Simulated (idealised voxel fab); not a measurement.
process module | voxel released beams
For reference, the cross-section in this document is cut, with width 255 nm and square cells of 5 nm.
If you're reading a cross-section in this doc, picture square cells in a grid; it comes to you as bands, top ones listed first down to the bottom, and a band can be one or more rows of cells.
Band entry format. Leading values: height of top, height of bottom, nm. Remainder: materials in left-to-right order, each with its width in nm. Special words: "all across" on a single material, which then fills the band edge to edge; "empty", empty space.
Basically, 0 is our baseline, since under it the wafer straight out of the box is all one material. The bottom band has no lower end and keeps on going down, so it looks like "0 nm and below".
With a width like "30..40", each row of cells in the band differs from the next by the same amount, the top row carrying the first number and the bottom row the second.
"everything unchanged" (step): cross-section cells unchanged, all of them.
Completely sealed voids: empty space of 8 cells or more with no open way to the top, each as width x height at its distance from the left edge, in nm
The remark found on a step's line after its settings is issued by the simulator itself and pertains to that step.
When a step includes a mask, the "overlay nm" setting on its line states how far to the right of its planned place that mask lay, and negative values state how far to the left.

-- Intended process steps
- 1: op RECEIVE | material Si
- 2: op CONFORMAL_DEP | material Al2O3 | thk nm 10
- 3: op DIRECTIONAL_DEP | material SiO2 | thk nm 15
- 4: op PATTERN | tone open | mask id ANCHOR | material resist | width nm 35 | thk nm 15 | overlay nm 0
- 5: op DIRECTIONAL_ETCH | etch materials SiO2 | depth nm 15
- 6: op STRIP | etch materials resist
- 7: op CONFORMAL_DEP | material polySi | thk nm 10
- 8: op PATTERN | tone cover | mask id BEAM | material resist | width nm 120 | thk nm 15 | overlay nm 0
- 9: op DIRECTIONAL_ETCH | etch materials polySi | depth nm 10
- 10: op STRIP | etch materials resist
- 11: op STRIP | etch materials SiO2

-- First of two wafers - as planned

-- Cross-sectional view of the wafer in its as-received condition, corresponding to the state after step 1
	0 nm and below: Si all across
	Completely sealed voids: none

-- So this is the wafer cross-section right after step 2
	10 nm to 0 nm: Al2O3 all across
	For the remainder of the cross-section, below 0, there is no change.

-- So this is the wafer cross-section right after step 3
	25 nm to 10 nm: SiO2 all across
	For the remainder of the cross-section, below 10, there is no change.

-- So this is the wafer cross-section right after step 4
	40 nm to 25 nm: 70 nm resist, then 35 nm empty, then 150 nm resist
	For the remainder of the cross-section, below 25, there is no change.

-- So this is the wafer cross-section right after step 5
	40 nm to 25 nm: 70 nm resist, then 35 nm empty, then 150 nm resist
	25 nm to 10 nm: 70 nm SiO2, then 35 nm empty, then 150 nm SiO2
	For the remainder of the cross-section, below 10, there is no change.

-- So this is the wafer cross-section right after step 6
	25 nm to 10 nm: 70 nm SiO2, then 35 nm empty, then 150 nm SiO2
	For the remainder of the cross-section, below 10, there is no change.

-- So this is the wafer cross-section right after step 7
	35 nm to 25 nm: 80 nm polySi, then 15 nm empty, then 160 nm polySi
	25 nm to 20 nm: 70 nm SiO2, then 10 nm polySi, then 15 nm empty, then 10 nm polySi, then 150 nm SiO2
	20 nm to 10 nm: 70 nm SiO2, then 35 nm polySi, then 150 nm SiO2
	For the remainder of the cross-section, below 10, there is no change.

-- So this is the wafer cross-section right after step 8
	50 nm to 35 nm: 65 nm empty, then 120 nm resist, then 70 nm empty
	35 nm to 25 nm: 80 nm polySi, then 15 nm resist, then 160 nm polySi
	25 nm to 20 nm: 70 nm SiO2, then 10 nm polySi, then 15 nm resist, then 10 nm polySi, then 150 nm SiO2
	For the remainder of the cross-section, below 20, there is no change.

-- So this is the wafer cross-section right after step 9
	50 nm to 35 nm: 65 nm empty, then 120 nm resist, then 70 nm empty
	35 nm to 25 nm: 65 nm empty, then 15 nm polySi, then 15 nm resist, then 90 nm polySi, then 70 nm empty
	For the remainder of the cross-section, below 25, there is no change.

-- So this is the wafer cross-section right after step 10
	35 nm to 25 nm: 65 nm empty, then 15 nm polySi, then 15 nm empty, then 90 nm polySi, then 70 nm empty
	25 nm to 20 nm: 70 nm SiO2, then 10 nm polySi, then 15 nm empty, then 10 nm polySi, then 150 nm SiO2
	For the remainder of the cross-section, below 20, there is no change.

-- So this is the wafer cross-section right after step 11
	35 nm to 25 nm: 65 nm empty, then 15 nm polySi, then 15 nm empty, then 90 nm polySi, then 70 nm empty
	25 nm to 20 nm: 70 nm empty, then 10 nm polySi, then 15 nm empty, then 10 nm polySi, then 150 nm empty
	20 nm to 10 nm: 70 nm empty, then 35 nm polySi, then 150 nm empty
	For the remainder of the cross-section, below 10, there is no change.

-- What follows concerns the second wafer, which started out like the first and was meant to follow the very same plan; one mistake crept in when it was run, but everything up to and including step 3 is the same as for the first wafer

-- Second wafer, section view, time point: scheduled end of step 4
	40 nm to 25 nm: 80 nm resist, then 35 nm empty, then 140 nm resist
	For the remainder of the cross-section, below 25, there is no change.

-- Second wafer, section view, time point: scheduled end of step 5
	40 nm to 25 nm: 80 nm resist, then 35 nm empty, then 140 nm resist
	25 nm to 10 nm: 80 nm SiO2, then 35 nm empty, then 140 nm SiO2
	For the remainder of the cross-section, below 10, there is no change.

-- Second wafer, section view, time point: scheduled end of step 6
	25 nm to 10 nm: 80 nm SiO2, then 35 nm empty, then 140 nm SiO2
	For the remainder of the cross-section, below 10, there is no change.

-- Second wafer, section view, time point: scheduled end of step 7
	35 nm to 25 nm: 90 nm polySi, then 15 nm empty, then 150 nm polySi
	25 nm to 20 nm: 80 nm SiO2, then 10 nm polySi, then 15 nm empty, then 10 nm polySi, then 140 nm SiO2
	20 nm to 10 nm: 80 nm SiO2, then 35 nm polySi, then 140 nm SiO2
	For the remainder of the cross-section, below 10, there is no change.

-- Second wafer, section view, time point: scheduled end of step 8
	50 nm to 35 nm: 65 nm empty, then 120 nm resist, then 70 nm empty
	35 nm to 25 nm: 90 nm polySi, then 15 nm resist, then 150 nm polySi
	25 nm to 20 nm: 80 nm SiO2, then 10 nm polySi, then 15 nm resist, then 10 nm polySi, then 140 nm SiO2
	For the remainder of the cross-section, below 20, there is no change.

-- Second wafer, section view, time point: scheduled end of step 9
	50 nm to 35 nm: 65 nm empty, then 120 nm resist, then 70 nm empty
	35 nm to 25 nm: 65 nm empty, then 25 nm polySi, then 15 nm resist, then 80 nm polySi, then 70 nm empty
	For the remainder of the cross-section, below 25, there is no change.

-- Second wafer, section view, time point: scheduled end of step 10
	35 nm to 25 nm: 65 nm empty, then 25 nm polySi, then 15 nm empty, then 80 nm polySi, then 70 nm empty
	25 nm to 20 nm: 80 nm SiO2, then 10 nm polySi, then 15 nm empty, then 10 nm polySi, then 140 nm SiO2
	For the remainder of the cross-section, below 20, there is no change.

-- Second wafer, section view, time point: scheduled end of step 11
	35 nm to 25 nm: 65 nm empty, then 25 nm polySi, then 15 nm empty, then 80 nm polySi, then 70 nm empty
	25 nm to 20 nm: 80 nm empty, then 10 nm polySi, then 15 nm empty, then 10 nm polySi, then 140 nm empty
	20 nm to 10 nm: 80 nm empty, then 35 nm polySi, then 140 nm empty
	For the remainder of the cross-section, below 10, there is no change.
Error vs. plan: step 4 did not use the planned setting and instead ran as op PATTERN | tone open | mask id ANCHOR | material resist | width nm 35 | thk nm 15 | overlay nm 10
at the end the second wafer has, in cells: as many of each material as the first, in other places
